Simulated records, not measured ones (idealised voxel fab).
The process module presented herein is designated voxel wiring stack.
Section cut is 240 nm wide and gridded with 5 nm square cells.
Think of the cross-section as a grid of square cells. We describe it in bands, top to bottom, and each band covers one or more rows of those cells.
Band entry format. Leading values: height of top, height of bottom, nm. Remainder: materials in left-to-right order, each with its width in nm. Special words: "edge to edge" on a single material, which then fills the band edge to edge; "empty", empty space.
The level at which height equals 0 is the one under which the wafer, as it arrives, is entirely one material. No lower edge exists for the bottom band, which continues downward and is notated as in "0 down".
Note: "30->40" means the width goes from the first number (top row of the band) to the second number (bottom row) in equal steps per row of cells.
Basically "stayed the same" means that step didn't change any cell in the cross-section.
Each empty space that has no open way to the top and spans at least 8 cells appears under "Catalogued sealed voids" as width x height at distance, the distance counted from the left edge, all in nm.
Step line, after settings: the simulator's comment on this step.
"overlay nm" on a masked step: distance the mask lay right of its planned place, negative for left.
### The following list gives the planned process steps
| 1 | RECEIVE, material Si |
| 2 | CONFORMAL_DEP, material SiO2, thk nm 10 |
| 3 | DIRECTIONAL_DEP, material TiN, thk nm 5 |
| 4 | DIRECTIONAL_DEP, material Ru, thk nm 15 |
| 5 | PATTERN, tone cover, mask id METAL_1, material resist, width nm 25, pitch nm 40, thk nm 15, overlay nm 0 |
| 6 | DIRECTIONAL_ETCH, etch materials Ru, depth nm 15 |
| 7 | DIRECTIONAL_ETCH, etch materials TiN, depth nm 5 |
| 8 | STRIP, etch materials resist |
| 9 | CONFORMAL_DEP, material SiN, thk nm 5 |
| 10 | FILL_DEP, material SiO2, thk nm 10 |
| 11 | CMP, height nm 30 |
| 12 | CONFORMAL_DEP, material SiCN, thk nm 5 |
| 13 | DIRECTIONAL_DEP, material SiO2, thk nm 35 |
| 14 | MASKED_ETCH, tone open, mask id METAL_2, width nm 25, pitch nm 40, etch materials SiO2, depth nm 20, overlay nm 0 |
| 15 | DIRECTIONAL_DEP, material aC, thk nm 15 |
| 16 | PATTERN, tone open, mask id METAL_2_HOLES, material resist, width nm 15, pitch nm 40, thk nm 30, overlay nm -15 |
| 17 | DIRECTIONAL_ETCH, etch materials aC, depth nm 15 |
| 18 | STRIP, etch materials resist |
| 19 | DIRECTIONAL_ETCH, etch materials SiO2, depth nm 15 |
| 20 | DIRECTIONAL_ETCH, etch materials SiCN, depth nm 5 |
| 21 | STRIP, etch materials aC |
| 22 | CONFORMAL_DEP, material TiN, thk nm 5 |
| 23 | FILL_DEP, material Cu, thk nm 10 |
| 24 | CMP, height nm 70 |
| 25 | CONFORMAL_DEP, material SiCN, thk nm 5 |
| 26 | DIRECTIONAL_DEP, material lowk, thk nm 20 |
| 27 | PATTERN, tone open, mask id PLUG_2, material resist, width nm 15, pitch nm 80, thk nm 20, overlay nm 0 |
| 28 | DIRECTIONAL_ETCH, etch materials lowk, depth nm 20 |
| 29 | DIRECTIONAL_ETCH, etch materials SiCN, depth nm 5 |
| 30 | STRIP, etch materials resist |
| 31 | EPI, material Ru, thk nm 10 |
| 32 | EPI, material Ru, thk nm 10 |
| 33 | EPI, material Ru, thk nm 5 |
| 34 | DIRECTIONAL_DEP, material TiN, thk nm 5 |
| 35 | DIRECTIONAL_DEP, material W, thk nm 15 |
| 36 | PATTERN, tone cover, mask id METAL_3, material resist, width nm 25, pitch nm 40, thk nm 20, overlay nm 0 |
| 37 | DIRECTIONAL_ETCH, etch materials W, depth nm 15 |
| 38 | DIRECTIONAL_ETCH, etch materials TiN, depth nm 5 |
| 39 | STRIP, etch materials resist |
| 40 | CONFORMAL_DEP, material SiCN, thk nm 5 |
| 41 | FILL_DEP, material SiO2, thk nm 10 |
| 42 | CMP, height nm 115 |
| 43 | CONFORMAL_DEP, material SiCN, thk nm 5 |
For this document, wafers share an identical start and vary in the step 16 overlay nm; the plan quotes the first wafer's value.
### Cross-section of the first of several received wafers, showing its state after step 1
    0 down = Si edge to edge
    Catalogued sealed voids: none
### Wafer cross-section (first of several) - module end, post step 43 (last step)
    120 to 115 = SiCN edge to edge
    115 to 100 = SiO2 (40), then SiCN (5), then W (25), then SiCN (5), then SiO2 (5), then SiCN (5), then W (25), then SiCN (5), then SiO2 (5), then SiCN (5), then W (25), then SiCN (5), then SiO2 (5), then SiCN (5), then W (25), then SiCN (5), then SiO2 (45)
    100 to 95 = SiCN (45), then TiN (25), then SiCN (15), then TiN (25), then SiCN (15), then TiN (25), then SiCN (15), then TiN (25), then SiCN (50)
    95 to 75 = lowk (45), then Ru (15), then lowk (65), then Ru (15), then lowk (100)
    75 to 70 = SiCN (45), then Ru (15), then SiCN (65), then Ru (15), then SiCN (100)
    70 to 60 = SiO2 (30), then TiN (5), then Cu (150), then TiN (5), then SiO2 (50)
    60 to 55 = SiO2 (30), then TiN (20), then Cu (15), then TiN (25), then Cu (15), then TiN (25), then Cu (15), then TiN (25), then Cu (15), then TiN (5), then SiO2 (50)
    55 to 50 = SiO2 (45), then TiN (25), then SiO2 (15), then TiN (25), then SiO2 (15), then TiN (25), then SiO2 (15), then TiN (25), then SiO2 (50)
    50 to 35 = SiO2 edge to edge
    35 to 30 = SiCN edge to edge
    30 to 15 = SiO2 (40), then SiN (5), then Ru (25), then SiN (5), then SiO2 (5), then SiN (5), then Ru (25), then SiN (5), then SiO2 (5), then SiN (5), then Ru (25), then SiN (5), then SiO2 (5), then SiN (5), then Ru (25), then SiN (5), then SiO2 (45)
    15 to 10 = SiN (45), then TiN (25), then SiN (15), then TiN (25), then SiN (15), then TiN (25), then SiN (15), then TiN (25), then SiN (50)
    10 to 0 = SiO2 edge to edge
    0 down = Si edge to edge
    Catalogued sealed voids: none
### X-section, last wafer, module end
    120 to 115 = SiCN edge to edge
    115 to 100 = SiO2 (40), then SiCN (5), then W (25), then SiCN (5), then SiO2 (5), then SiCN (5), then W (25), then SiCN (5), then SiO2 (5), then SiCN (5), then W (25), then SiCN (5), then SiO2 (5), then SiCN (5), then W (25), then SiCN (5), then SiO2 (45)
    100 to 95 = SiCN (45), then TiN (25), then SiCN (15), then TiN (25), then SiCN (15), then TiN (25), then SiCN (15), then TiN (25), then SiCN (50)
    95 to 75 = lowk (45), then Ru (15), then lowk (65), then Ru (15), then lowk (100)
    75 to 70 = SiCN (45), then Ru (15), then SiCN (65), then Ru (15), then SiCN (100)
    70 to 60 = SiO2 (45), then TiN (5), then Cu (20), then TiN (5), then SiO2 (10), then TiN (5), then Cu (20), then TiN (5), then SiO2 (10), then TiN (5), then Cu (20), then TiN (5), then SiO2 (10), then TiN (5), then Cu (20), then TiN (5), then SiO2 (45)
    60 to 55 = SiO2 (45), then TiN (5), then Cu (15), then TiN (10), then SiO2 (10), then TiN (5), then Cu (15), then TiN (10), then SiO2 (10), then TiN (5), then Cu (15), then TiN (10), then SiO2 (10), then TiN (5), then Cu (15), then TiN (10), then SiO2 (45)
    55 to 50 = SiO2 (45), then TiN (25), then SiO2 (15), then TiN (25), then SiO2 (15), then TiN (25), then SiO2 (15), then TiN (25), then SiO2 (50)
    50 to 35 = SiO2 (60), then TiN (10), then SiO2 (30), then TiN (10), then SiO2 (30), then TiN (10), then SiO2 (30), then TiN (10), then SiO2 (50)
    35 to 30 = SiCN (60), then TiN (10), then SiCN (30), then TiN (10), then SiCN (30), then TiN (10), then SiCN (30), then TiN (10), then SiCN (50)
    30 to 15 = SiO2 (40), then SiN (5), then Ru (25), then SiN (5), then SiO2 (5), then SiN (5), then Ru (25), then SiN (5), then SiO2 (5), then SiN (5), then Ru (25), then SiN (5), then SiO2 (5), then SiN (5), then Ru (25), then SiN (5), then SiO2 (45)
    15 to 10 = SiN (45), then TiN (25), then SiN (15), then TiN (25), then SiN (15), then TiN (25), then SiN (15), then TiN (25), then SiN (50)
    10 to 0 = SiO2 edge to edge
    0 down = Si edge to edge
    Catalogued sealed voids: none
### Row per wafer, end-of-module: cell gain (+)/loss (-) by material since the wafer came in, then closed voids
overlay nm -15 | +72 Cu | +90 Ru | +190 SiCN | +52 SiN | +436 SiO2 | +84 TiN | +60 W | +168 lowk | Catalogued sealed voids: none
overlay nm -10 | +52 Cu | +90 Ru | +186 SiCN | +52 SiN | +436 SiO2 | +108 TiN | +60 W | +168 lowk | Catalogued sealed voids: none
overlay nm -5 | +44 Cu | +90 Ru | +182 SiCN | +52 SiN | +436 SiO2 | +120 TiN | +60 W | +168 lowk | Catalogued sealed voids: none
overlay nm 0 | +52 Cu | +90 Ru | +178 SiCN | +52 SiN | +436 SiO2 | +116 TiN | +60 W | +168 lowk | Catalogued sealed voids: none
overlay nm 5 | +52 Cu | +90 Ru | +178 SiCN | +52 SiN | +436 SiO2 | +116 TiN | +60 W | +168 lowk | Catalogued sealed voids: none
overlay nm 10 | +52 Cu | +90 Ru | +178 SiCN | +52 SiN | +436 SiO2 | +116 TiN | +60 W | +168 lowk | Catalogued sealed voids: none
overlay nm 15 | +44 Cu | +90 Ru | +182 SiCN | +52 SiN | +436 SiO2 | +120 TiN | +60 W | +168 lowk | Catalogued sealed voids: none
